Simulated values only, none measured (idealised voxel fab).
Process module under the name voxel trench capacitor
Square cells of 5 nm make up the cross-section cut, whose width is 225 nm.
Each cross-section below is a grid of square cells, stated as bands in top-down order, with one or more rows of cells making up each band.
Band: top height; bottom height; in nm. Then, left to right: material with width in nm, for each material. "edge to edge": a single material spanning edge to edge. "blank": empty space.
Heights are expressed relative to 0, this being the level below which the as-received wafer comprises one material exclusively. The lowest band is unbounded in the downward direction and is denoted as in "0 and below".
You'd read "30..40" like this: the band's top row of cells is as wide as the first number, its bottom row is as wide as the second, and going down, every row changes width by the same amount as the row before did.
"no modification" means the step left every cell of the cross-section as it was.
Entrapped void list: empty space of 8 cells or more with no open way to the top, each as width x height at its distance from the left edge, in nm
That trailing text on a step's line, after the settings, is the simulator's own remark on the step.
A step's line can hold "overlay nm"; with a mask on that step, the setting says how far right of the planned place the mask lay, while a negative setting says it lay to the left.
## Process steps (planned)
step 1: RECEIVE (material Si)
step 2: CONFORMAL_DEP (material SiN; thk nm 5)
step 3: PATTERN (tone open; mask id TRENCH; material resist; width nm 25; pitch nm 50; thk nm 20; overlay nm 0)
step 4: DIRECTIONAL_ETCH (etch materials SiN; depth nm 5)
step 5: DIRECTIONAL_ETCH (etch materials Si; depth nm 35)
step 6: STRIP (etch materials resist)
step 7: CONFORMAL_DEP (material Al2O3; thk nm 5)
step 8: FILL_DEP (material polySi; thk nm 5)
step 9: CMP (height nm 5)
Variable across wafers: step 7 thk nm (plan value is that of the first wafer; starting state common to all).
## After step 1, as received: first of several wafers, cross-section
* 0 and below = Si edge to edge
* Entrapped void list: none
## So in this table every wafer gets its own row, and what you see is where it stands at the end of the module: for each material, how many cells it picked up (+) or gave up (-) since we received it, and after that its closed voids
thk nm 5 | +57 Al2O3 | -105 Si | +30 SiN | +63 polySi | Entrapped void list: none
thk nm 10 | +102 Al2O3 | -105 Si | +30 SiN | +18 polySi | Entrapped void list: none
thk nm 15 | +120 Al2O3 | -105 Si | +30 SiN | Entrapped void list: none
thk nm 20 | +120 Al2O3 | -105 Si | +30 SiN | Entrapped void list: none
